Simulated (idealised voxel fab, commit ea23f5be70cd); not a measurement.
process module | voxel released beams
This is section cut - it's 145 nm across, gridded in 5 nm square cells.
Cross-section = grid of square cells, listed top down in bands; band = one or more rows. A band entry consists of two parts. The first gives the height of the band's top and the height of its bottom, in nm. The rest lists the band's materials from left to right, each with its width in nm. A single material labelled with the word "throughout" fills the band from edge to edge, and the word "empty" marks empty space. Heights are reckoned from 0. Under this level, the received wafer is all of one material. The bottommost band is open-ended downward, for example "0 and below". The notation "30..40" denotes a width that varies across the rows of cells in the band, beginning at the first number in the top row, finishing at the second number in the bottom row, and changing by an identical amount from each row to the next. "no alterations made" -> step changed no cross-section cell. Empty spaces counting at least 8 cells and having no open way to the top are listed in "Enclosed void listing". The notation width x height at distance is used for each, the distance being from the left edge and all three values in nm. Heads up: the bit after the settings on a step's line is the simulator's remark on that step. overlay nm: for a step with a mask, the amount by which the mask lay right of where it was planned; a negative amount means left of it.

Planned process steps
- 1: op RECEIVE | material Si
- 2: op CONFORMAL_DEP | material SiN | thk nm 10
- 3: op DIRECTIONAL_DEP | material SiO2 | thk nm 10
- 4: op DIRECTIONAL_DEP | material aC | thk nm 10
- 5: op PATTERN | tone open | mask id ANCHOR | material resist | width nm 30 | thk nm 30 | overlay nm 0
- 6: op DIRECTIONAL_ETCH | etch materials aC | depth nm 10
- 7: op STRIP | etch materials resist
- 8: op DIRECTIONAL_ETCH | etch materials SiO2 | depth nm 10
- 9: op STRIP | etch materials aC
- 10: op CONFORMAL_DEP | material TiN | thk nm 10
- 11: op DIRECTIONAL_DEP | material aC | thk nm 15
- 12: op PATTERN | tone cover | mask id BEAM | material resist | width nm 90 | thk nm 35 | overlay nm 0
- 13: op DIRECTIONAL_ETCH | etch materials aC | depth nm 15
- 14: op STRIP | etch materials resist
- 15: op DIRECTIONAL_ETCH | etch materials TiN | depth nm 10
- 16: op STRIP | etch materials aC
- 17: op STRIP | etch materials SiO2

Cross-section of the wafer at receipt, which is the condition after step 1
    0 and below  Si throughout
    Enclosed void listing: none

First of two wafers at the end of the module, shown in cross-section; run carried out as planned
    30 down to 20  25 empty  15 TiN  10 empty  65 TiN  30 empty
    20 down to 10  30 empty  30 TiN  85 empty
    10 down to 0  SiN throughout
    0 and below  Si throughout
    Enclosed void listing: none

Second of two wafers, module complete, sectioned: it shares the first wafer's start and plan but was run with one mistake
    20 down to 10  30 SiO2  30 empty  85 SiO2
    10 down to 0  SiN throughout
    0 and below  Si throughout
    Enclosed void listing: none
Misprocessing identified: for step 17, the planned setting was not used; the step was instead run as op STRIP | etch materials TiN
Final comparison by cell count, materials where the second wafer has more or fewer than the first: +46 SiO2 | -44 TiN
